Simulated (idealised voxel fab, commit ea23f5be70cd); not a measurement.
Process module under the name voxel gate over fins
cross-section cut | 185 nm wide | cells 5 nm
Cross-section format: a grid of square cells, given as bands from top to bottom; each band is one or more rows of cells. Look at the band entry: it leads with the top's height and the bottom's height in nm. Then it lists the materials left to right, with a width in nm for each. The word "full width" on a single material says that material fills the band edge to edge. The word "empty" is empty space. Ref level 0: as-received wafer is one material below here. Bottom band extends down with no lower bound ("from 0 down"). Width "30..40": first value at the band's top row of cells, second value at its bottom row, equal change from row to row. What does "no modification" mean for a step? It means no cell of the cross-section changed in that step. Closed empty spaces (no open way to the top) of 8 cells or more are what "Enclosed void catalog" lists, each as width x height at distance from the left edge, nm for all three. Whatever follows a step's settings on its line is a remark the simulator itself makes about that step. You can add "overlay nm" to a step's line. For a step with a mask, it describes how far the mask lay to the right of its planned position, and a negative number describes a lay to the left.
-- Planned process steps
1. RECEIVE,material Si
2. CONFORMAL_DEP,material SiN,thk nm 10
3. PATTERN,tone cover,mask id FINS,material resist,width nm 15,pitch nm 45,thk nm 15,overlay nm 0
4. DIRECTIONAL_ETCH,etch materials SiN,depth nm 10
5. DIRECTIONAL_ETCH,etch materials Si,depth nm 35
6. STRIP,etch materials resist
7. OXIDIZE,depth nm 5
8. FILL_DEP,material SiO2,thk nm 5
9. CMP,height nm 10
10. SELECTIVE_ETCH,etch materials SiO2,depth nm 25
11. STRIP,etch materials SiN
12. CONFORMAL_DEP,material HfO2,thk nm 5
13. CONFORMAL_DEP,material TiN,thk nm 5
14. FILL_DEP,material W,thk nm 10
15. CMP,height nm 15
16. CONFORMAL_DEP,material SiCN,thk nm 5
-- Of two wafers, the first: run according to plan
-- As-received state of the wafer in cross-section, equivalent to post-step 1
from 0 down = Si full width
Enclosed void catalog: none
-- So this is the wafer cross-section right after step 2
from 10 to 0 = SiN full width
Below 0, no change.
-- So this is the wafer cross-section right after step 3
from 25 to 10 = empty: 60, then resist: 15, then empty: 30, then resist: 15, then empty: 65
Below 10, no change.
-- So this is the wafer cross-section right after step 4
from 25 to 10 = empty: 60, then resist: 15, then empty: 30, then resist: 15, then empty: 65
from 10 to 0 = empty: 60, then SiN: 15, then empty: 30, then SiN: 15, then empty: 65
Below 0, no change.
-- So this is the wafer cross-section right after step 5
from 25 to 10 = empty: 60, then resist: 15, then empty: 30, then resist: 15, then empty: 65
from 10 to 0 = empty: 60, then SiN: 15, then empty: 30, then SiN: 15, then empty: 65
from 0 to -35 = empty: 60, then Si: 15, then empty: 30, then Si: 15, then empty: 65
Below -35, no change.
-- So this is the wafer cross-section right after step 6
from 10 to 0 = empty: 60, then SiN: 15, then empty: 30, then SiN: 15, then empty: 65
Below 0, no change.
-- So this is the wafer cross-section right after step 7
from 10 to 0 = empty: 60, then SiN: 15, then empty: 30, then SiN: 15, then empty: 65
from 0 to -35 = empty: 60, then SiO2: 5, then Si: 5, then SiO2: 5, then empty: 30, then SiO2: 5, then Si: 5, then SiO2: 5, then empty: 65
from -35 to -40 = SiO2: 65, then Si: 5, then SiO2: 40, then Si: 5, then SiO2: 70
Below -40, no change.
-- So this is the wafer cross-section right after step 8
from 15 to 10 = SiO2 full width
from 10 to 0 = SiO2: 60, then SiN: 15, then SiO2: 30, then SiN: 15, then SiO2: 65
from 0 to -40 = SiO2: 65, then Si: 5, then SiO2: 40, then Si: 5, then SiO2: 70
Below -40, no change.
-- So this is the wafer cross-section right after step 9
from 10 to 0 = SiO2: 60, then SiN: 15, then SiO2: 30, then SiN: 15, then SiO2: 65
Below 0, no change.
-- So this is the wafer cross-section right after step 10
from 10 to 0 = empty: 60, then SiN: 15, then empty: 30, then SiN: 15, then empty: 65
from 0 to -15 = empty: 65, then Si: 5, then empty: 40, then Si: 5, then empty: 70
Below -15, no change.
-- So this is the wafer cross-section right after step 11
from 0 to -15 = empty: 65, then Si: 5, then empty: 40, then Si: 5, then empty: 70
Below -15, no change.
-- So this is the wafer cross-section right after step 12
from 5 to 0 = empty: 60, then HfO2: 15, then empty: 30, then HfO2: 15, then empty: 65
from 0 to -10 = empty: 60, then HfO2: 5, then Si: 5, then HfO2: 5, then empty: 30, then HfO2: 5, then Si: 5, then HfO2: 5, then empty: 65
from -10 to -15 = HfO2: 65, then Si: 5, then HfO2: 40, then Si: 5, then HfO2: 70
Below -15, no change.
-- So this is the wafer cross-section right after step 13
from 10 to 5 = empty: 55, then TiN: 25, then empty: 20, then TiN: 25, then empty: 60
from 5 to 0 = empty: 55, then TiN: 5, then HfO2: 15, then TiN: 5, then empty: 20, then TiN: 5, then HfO2: 15, then TiN: 5, then empty: 60
from 0 to -5 = empty: 55, then TiN: 5, then HfO2: 5, then Si: 5, then HfO2: 5, then TiN: 5, then empty: 20, then TiN: 5, then HfO2: 5, then Si: 5, then HfO2: 5, then TiN: 5, then empty: 60
from -5 to -10 = TiN: 60, then HfO2: 5, then Si: 5, then HfO2: 5, then TiN: 30, then HfO2: 5, then Si: 5, then HfO2: 5, then TiN: 65
Below -10, no change.
-- So this is the wafer cross-section right after step 14
from 20 to 10 = W full width
from 10 to 5 = W: 55, then TiN: 25, then W: 20, then TiN: 25, then W: 60
from 5 to 0 = W: 55, then TiN: 5, then HfO2: 15, then TiN: 5, then W: 20, then TiN: 5, then HfO2: 15, then TiN: 5, then W: 60
from 0 to -5 = W: 55, then TiN: 5, then HfO2: 5, then Si: 5, then HfO2: 5, then TiN: 5, then W: 20, then TiN: 5, then HfO2: 5, then Si: 5, then HfO2: 5, then TiN: 5, then W: 60
Below -5, no change.
-- So this is the wafer cross-section right after step 15
from 15 to 10 = W full width
Below 10, no change.
-- So this is the wafer cross-section right after step 16
from 20 to 15 = SiCN full width
Below 15, no change.
-- Wafer two: like wafer one in start and plan, but with one mistake in execution; identical up to and including step 11
-- The second wafer cut through, at the time step 12 was supposed to be finished
from 5 to 0 = empty: 60, then TiN: 15, then empty: 30, then TiN: 15, then empty: 65
from 0 to -10 = empty: 60, then TiN: 5, then Si: 5, then TiN: 5, then empty: 30, then TiN: 5, then Si: 5, then TiN: 5, then empty: 65
from -10 to -15 = TiN: 65, then Si: 5, then TiN: 40, then Si: 5, then TiN: 70
Below -15, no change.
-- The second wafer cut through, at the time step 13 was supposed to be finished
from 10 to 5 = empty: 55, then HfO2: 25, then empty: 20, then HfO2: 25, then empty: 60
from 5 to 0 = empty: 55, then HfO2: 5, then TiN: 15, then HfO2: 5, then empty: 20, then HfO2: 5, then TiN: 15, then HfO2: 5, then empty: 60
from 0 to -5 = empty: 55, then HfO2: 5, then TiN: 5, then Si: 5, then TiN: 5, then HfO2: 5, then empty: 20, then HfO2: 5, then TiN: 5, then Si: 5, then TiN: 5, then HfO2: 5, then empty: 60
from -5 to -10 = HfO2: 60, then TiN: 5, then Si: 5, then TiN: 5, then HfO2: 30, then TiN: 5, then Si: 5, then TiN: 5, then HfO2: 65
Below -10, no change.
-- The second wafer cut through, at the time step 14 was supposed to be finished
from 20 to 10 = W full width
from 10 to 5 = W: 55, then HfO2: 25, then W: 20, then HfO2: 25, then W: 60
from 5 to 0 = W: 55, then HfO2: 5, then TiN: 15, then HfO2: 5, then W: 20, then HfO2: 5, then TiN: 15, then HfO2: 5, then W: 60
from 0 to -5 = W: 55, then HfO2: 5, then TiN: 5, then Si: 5, then TiN: 5, then HfO2: 5, then W: 20, then HfO2: 5, then TiN: 5, then Si: 5, then TiN: 5, then HfO2: 5, then W: 60
Below -5, no change.
-- The second wafer cut through, at the time step 15 was supposed to be finished
from 15 to 10 = W full width
Below 10, no change.
-- The second wafer cut through, at the time step 16 was supposed to be finished
from 20 to 15 = SiCN full width
Below 15, no change.
Against the plan, the run slipped here: plan vs actual: 12 and 13 interchanged
Final state: per-material cell counts identical on both wafers; locations differ.
